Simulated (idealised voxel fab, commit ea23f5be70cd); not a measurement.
Presented below is a process module, voxel air gaps.
cross-section cut | 280 nm wide | cells 5 nm
Notation: cross-section as square-cell grid; stated in bands, top first, going down; one or more cell rows per band.
This entry defines a band. It first specifies the height of the band's top and the height of its bottom in nm, and then specifies the band's materials from left to right, stating each material with its width in nm. The word "all across" identifies a single material that fills the band from edge to edge, while the word "air" identifies empty space.
Heights from 0 (as-received wafer is one material below). Bottom band endless downward, as "0 down".
The notation "30 to 40" denotes a width that varies across the rows of cells in the band, beginning at the first number in the top row, finishing at the second number in the bottom row, and changing by an identical amount from each row to the next.
What does "no alteration" mean for a step? It means no cell of the cross-section changed in that step.
Heads up: "Closed void list" only lists the empty pockets with no open path to the top that are 8 cells or more, and it writes them as width x height at distance, distance from the left edge, in nm.
The remark found on a step's line after its settings is issued by the simulator itself and pertains to that step.
On any step carrying a mask, the "overlay nm" setting, if present on the step's line, tells how far right of its planned place the mask lay; negative values point to the left.
PLAN
1) RECEIVE with material Si
2) CONFORMAL_DEP with material SiO2, thk nm 10
3) CONFORMAL_DEP with material SiCN, thk nm 5
4) DIRECTIONAL_DEP with material lowk, thk nm 35
5) MASKED_ETCH with tone open, mask id LINES, width nm 15, pitch nm 40, etch materials lowk, depth nm 35, overlay nm 0
6) CONFORMAL_DEP with material TiN, thk nm 5
7) FILL_DEP with material W, thk nm 10
8) CMP with height nm 50
9) EPI with material Ru, thk nm 10
10) SELECTIVE_ETCH with etch materials lowk, depth nm 45
11) CONFORMAL_DEP with material SiCN, thk nm 5
HERE'S WHAT THE WAFER LOOKED LIKE IN CROSS-SECTION WHEN IT ARRIVED - THAT'S AFTER STEP 1
	0 down: Si all across
	Closed void list: none
THE PLAN ABOVE WAS CARRIED OUT ON THE STARTING STRUCTURE ABOVE WITH ONE MISTAKE, AND THIS CROSS-SECTION SHOWS THE WAFER AT THE END OF THE MODULE
	65 to 60: air 55, SiCN 165, air 60
	60 to 50: air 55, SiCN 5, Ru 35, SiCN 5, Ru 35, SiCN 5, Ru 35, SiCN 5, Ru 35, SiCN 5, air 60
	50 to 45: air 55, SiCN 15, TiN 5, W 5, TiN 5, SiCN 25, TiN 5, W 5, TiN 5, SiCN 25, TiN 5, W 5, TiN 5, SiCN 25, TiN 5, W 5, TiN 5, SiCN 15, air 60
	45 to 20: air 65, SiCN 5, TiN 5, W 5, TiN 5, SiCN 5, air 15, SiCN 5, TiN 5, W 5, TiN 5, SiCN 5, air 15, SiCN 5, TiN 5, W 5, TiN 5, SiCN 5, air 15, SiCN 5, TiN 5, W 5, TiN 5, SiCN 5, air 70
	20 to 15: SiCN 70, TiN 15, SiCN 25, TiN 15, SiCN 25, TiN 15, SiCN 25, TiN 15, SiCN 75
	15 to 5: SiO2 all across
	5 to 0: SiCN all across
	0 down: Si all across
	Closed void list: 15 x 25 at 90; 15 x 25 at 130; 15 x 25 at 170
Deviation noted in wafer processing: ran 2 and 3 in swapped order versus the plan
